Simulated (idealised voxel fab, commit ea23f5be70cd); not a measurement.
Process module, titled voxel double patterning
Xsec cut, 220 nm wide, square cell size 5 nm.
A cross-section is written here as square cells arranged in a grid, and it is given in bands from the top down, each band taking up one or more rows of cells.
Quick guide to a band line: top height, bottom height (nm) up front; then every material left to right with its width in nm. Only one material and it's marked "full width"? Then it fills the band edge to edge. And "empty" just means empty space.
Heights are expressed relative to 0, this being the level below which the as-received wafer comprises one material exclusively. The lowest band is unbounded in the downward direction and is denoted as in "top 0, no bottom".
Graded width ("30 to 40"): value in top row of band = first number; value in bottom row = second number; row-to-row change constant.
"nothing different" after a step means that no cell of the cross-section changed.
Listed in "Sealed void list": every empty space of 8 or more cells without an open way to the top. Form: width x height at distance, the distance being from the left edge, all in nm.
Anything after a step's settings on that line? It's the simulator's own note about the step.
You can add "overlay nm" to a step's line. For a step with a mask, it describes how far the mask lay to the right of its planned position, and a negative number describes a lay to the left.
Process steps - plan
- 1: RECEIVE | material Si
- 2: CONFORMAL_DEP | material SiO2 | thk nm 10
- 3: DIRECTIONAL_DEP | material W | thk nm 15
- 4: DIRECTIONAL_DEP | material SiCN | thk nm 5
- 5: DIRECTIONAL_DEP | material aC | thk nm 10
- 6: PATTERN | tone open | mask id FIRST | material resist | width nm 15 | pitch nm 50 | thk nm 25 | overlay nm 0
- 7: DIRECTIONAL_ETCH | etch materials aC | depth nm 10
- 8: STRIP | etch materials resist
- 9: DIRECTIONAL_ETCH | etch materials SiCN | depth nm 5
- 10: STRIP | etch materials aC
- 11: DIRECTIONAL_DEP | material aC | thk nm 10
- 12: PATTERN | tone open | mask id SECOND | material resist | width nm 15 | pitch nm 50 | thk nm 30 | overlay nm 0
- 13: DIRECTIONAL_ETCH | etch materials aC | depth nm 10
- 14: STRIP | etch materials resist
- 15: DIRECTIONAL_ETCH | etch materials SiCN | depth nm 5
- 16: STRIP | etch materials aC
- 17: DIRECTIONAL_ETCH | etch materials W | depth nm 15
- 18: STRIP | etch materials SiCN
Concerning the first of two wafers, which was run in accordance with the plan
Step 1 complete: cross-section of the wafer as received
* top 0, no bottom  Si full width
* Sealed void list: none
So this is the wafer cross-section right after step 2
* top 10, bottom 0  SiO2 full width
* Everything below 0 is unchanged.
So this is the wafer cross-section right after step 3
* top 25, bottom 10  W full width
* Everything below 10 is unchanged.
So this is the wafer cross-section right after step 4
* top 30, bottom 25  SiCN full width
* Everything below 25 is unchanged.
So this is the wafer cross-section right after step 5
* top 40, bottom 30  aC full width
* Everything below 30 is unchanged.
So this is the wafer cross-section right after step 6
* top 65, bottom 40  resist: 50 / empty: 15 / resist: 35 / empty: 15 / resist: 35 / empty: 15 / resist: 55
* Everything below 40 is unchanged.
So this is the wafer cross-section right after step 7
* top 55, bottom 40  resist: 50 / empty: 15 / resist: 35 / empty: 15 / resist: 35 / empty: 15 / resist: 55
* top 40, bottom 30  aC: 50 / empty: 15 / aC: 35 / empty: 15 / aC: 35 / empty: 15 / aC: 55
* Everything below 30 is unchanged.
So this is the wafer cross-section right after step 8
* top 40, bottom 30  aC: 50 / empty: 15 / aC: 35 / empty: 15 / aC: 35 / empty: 15 / aC: 55
* Everything below 30 is unchanged.
So this is the wafer cross-section right after step 9
* top 40, bottom 30  aC: 50 / empty: 15 / aC: 35 / empty: 15 / aC: 35 / empty: 15 / aC: 55
* top 30, bottom 25  SiCN: 50 / empty: 15 / SiCN: 35 / empty: 15 / SiCN: 35 / empty: 15 / SiCN: 55
* Everything below 25 is unchanged.
So this is the wafer cross-section right after step 10
* top 30, bottom 25  SiCN: 50 / empty: 15 / SiCN: 35 / empty: 15 / SiCN: 35 / empty: 15 / SiCN: 55
* Everything below 25 is unchanged.
So this is the wafer cross-section right after step 11
* top 40, bottom 35  aC: 50 / empty: 15 / aC: 35 / empty: 15 / aC: 35 / empty: 15 / aC: 55
* top 35, bottom 30  aC full width
* top 30, bottom 25  SiCN: 50 / aC: 15 / SiCN: 35 / aC: 15 / SiCN: 35 / aC: 15 / SiCN: 55
* Everything below 25 is unchanged.
So this is the wafer cross-section right after step 12
* top 70, bottom 40  resist: 75 / empty: 15 / resist: 35 / empty: 15 / resist: 80
* top 40, bottom 35  aC: 50 / resist: 15 / aC: 35 / resist: 15 / aC: 35 / resist: 15 / aC: 55
* Everything below 35 is unchanged.
So this is the wafer cross-section right after step 13
* top 60, bottom 40  resist: 75 / empty: 15 / resist: 35 / empty: 15 / resist: 80
* top 40, bottom 35  aC: 50 / resist: 15 / aC: 10 / empty: 15 / aC: 10 / resist: 15 / aC: 10 / empty: 15 / aC: 10 / resist: 15 / aC: 55
* top 35, bottom 30  aC: 75 / empty: 15 / aC: 35 / empty: 15 / aC: 80
* Everything below 30 is unchanged.
So this is the wafer cross-section right after step 14
* top 40, bottom 35  aC: 50 / empty: 15 / aC: 10 / empty: 15 / aC: 10 / empty: 15 / aC: 10 / empty: 15 / aC: 10 / empty: 15 / aC: 55
* Everything below 35 is unchanged.
So this is the wafer cross-section right after step 15
* top 40, bottom 35  aC: 50 / empty: 15 / aC: 10 / empty: 15 / aC: 10 / empty: 15 / aC: 10 / empty: 15 / aC: 10 / empty: 15 / aC: 55
* top 35, bottom 30  aC: 75 / empty: 15 / aC: 35 / empty: 15 / aC: 80
* top 30, bottom 25  SiCN: 50 / aC: 15 / SiCN: 10 / empty: 15 / SiCN: 10 / aC: 15 / SiCN: 10 / empty: 15 / SiCN: 10 / aC: 15 / SiCN: 55
* Everything below 25 is unchanged.
So this is the wafer cross-section right after step 16
* top 30, bottom 25  SiCN: 50 / empty: 15 / SiCN: 10 / empty: 15 / SiCN: 10 / empty: 15 / SiCN: 10 / empty: 15 / SiCN: 10 / empty: 15 / SiCN: 55
* Everything below 25 is unchanged.
So this is the wafer cross-section right after step 17
* top 30, bottom 25  SiCN: 50 / empty: 15 / SiCN: 10 / empty: 15 / SiCN: 10 / empty: 15 / SiCN: 10 / empty: 15 / SiCN: 10 / empty: 15 / SiCN: 55
* top 25, bottom 10  W: 50 / empty: 15 / W: 10 / empty: 15 / W: 10 / empty: 15 / W: 10 / empty: 15 / W: 10 / empty: 15 / W: 55
* Everything below 10 is unchanged.
So this is the wafer cross-section right after step 18
* top 25, bottom 10  W: 50 / empty: 15 / W: 10 / empty: 15 / W: 10 / empty: 15 / W: 10 / empty: 15 / W: 10 / empty: 15 / W: 55
* Everything below 10 is unchanged.
Here the second wafer is described. Its start and its plan were those of the first wafer. Its run contained one mistake. Up to and including step 5, it did exactly what the first wafer did
What the second wafer looks like in cross-section when step 6 should have wrapped up
* top 65, bottom 40  empty: 50 / resist: 15 / empty: 35 / resist: 15 / empty: 35 / resist: 15 / empty: 55
* Everything below 40 is unchanged.
What the second wafer looks like in cross-section when step 7 should have wrapped up
* top 55, bottom 40  empty: 50 / resist: 15 / empty: 35 / resist: 15 / empty: 35 / resist: 15 / empty: 55
* top 40, bottom 30  empty: 50 / aC: 15 / empty: 35 / aC: 15 / empty: 35 / aC: 15 / empty: 55
* Everything below 30 is unchanged.
What the second wafer looks like in cross-section when step 8 should have wrapped up
* top 40, bottom 30  empty: 50 / aC: 15 / empty: 35 / aC: 15 / empty: 35 / aC: 15 / empty: 55
* Everything below 30 is unchanged.
What the second wafer looks like in cross-section when step 9 should have wrapped up
* top 40, bottom 30  empty: 50 / aC: 15 / empty: 35 / aC: 15 / empty: 35 / aC: 15 / empty: 55
* top 30, bottom 25  empty: 50 / SiCN: 15 / empty: 35 / SiCN: 15 / empty: 35 / SiCN: 15 / empty: 55
* Everything below 25 is unchanged.
What the second wafer looks like in cross-section when step 10 should have wrapped up
* top 30, bottom 25  empty: 50 / SiCN: 15 / empty: 35 / SiCN: 15 / empty: 35 / SiCN: 15 / empty: 55
* Everything below 25 is unchanged.
What the second wafer looks like in cross-section when step 11 should have wrapped up
* top 40, bottom 35  empty: 50 / aC: 15 / empty: 35 / aC: 15 / empty: 35 / aC: 15 / empty: 55
* top 35, bottom 30  aC full width
* top 30, bottom 25  aC: 50 / SiCN: 15 / aC: 35 / SiCN: 15 / aC: 35 / SiCN: 15 / aC: 55
* Everything below 25 is unchanged.
What the second wafer looks like in cross-section when step 12 should have wrapped up
* top 70, bottom 40  resist: 75 / empty: 15 / resist: 35 / empty: 15 / resist: 80
* top 40, bottom 35  resist: 50 / aC: 15 / resist: 10 / empty: 15 / resist: 10 / aC: 15 / resist: 10 / empty: 15 / resist: 10 / aC: 15 / resist: 55
* Everything below 35 is unchanged.
What the second wafer looks like in cross-section when step 13 should have wrapped up
* top 60, bottom 40  resist: 75 / empty: 15 / resist: 35 / empty: 15 / resist: 80
* top 40, bottom 35  resist: 50 / aC: 15 / resist: 10 / empty: 15 / resist: 10 / aC: 15 / resist: 10 / empty: 15 / resist: 10 / aC: 15 / resist: 55
* top 35, bottom 30  aC: 75 / empty: 15 / aC: 35 / empty: 15 / aC: 80
* top 30, bottom 25  aC: 50 / SiCN: 15 / aC: 10 / empty: 15 / aC: 10 / SiCN: 15 / aC: 10 / empty: 15 / aC: 10 / SiCN: 15 / aC: 55
* Everything below 25 is unchanged.
What the second wafer looks like in cross-section when step 14 should have wrapped up
* top 40, bottom 35  empty: 50 / aC: 15 / empty: 35 / aC: 15 / empty: 35 / aC: 15 / empty: 55
* Everything below 35 is unchanged.
What the second wafer looks like in cross-section when step 15 should have wrapped up: nothing different
What the second wafer looks like in cross-section when step 16 should have wrapped up
* top 30, bottom 25  empty: 50 / SiCN: 15 / empty: 35 / SiCN: 15 / empty: 35 / SiCN: 15 / empty: 55
* Everything below 25 is unchanged.
What the second wafer looks like in cross-section when step 17 should have wrapped up
* top 30, bottom 25  empty: 50 / SiCN: 15 / empty: 35 / SiCN: 15 / empty: 35 / SiCN: 15 / empty: 55
* top 25, bottom 10  empty: 50 / W: 15 / empty: 35 / W: 15 / empty: 35 / W: 15 / empty: 55
* Everything below 10 is unchanged.
What the second wafer looks like in cross-section when step 18 should have wrapped up
* top 25, bottom 10  empty: 50 / W: 15 / empty: 35 / W: 15 / empty: 35 / W: 15 / empty: 55
* Everything below 10 is unchanged.
Plan not followed: step 6 was run on a setting that differed from the plan, and what really ran there is PATTERN | tone cover | mask id FIRST | material resist | width nm 15 | pitch nm 50 | thk nm 25 | overlay nm 0
The second wafer ends with more or fewer cells of some materials than the first, per final count: 60 fewer of W
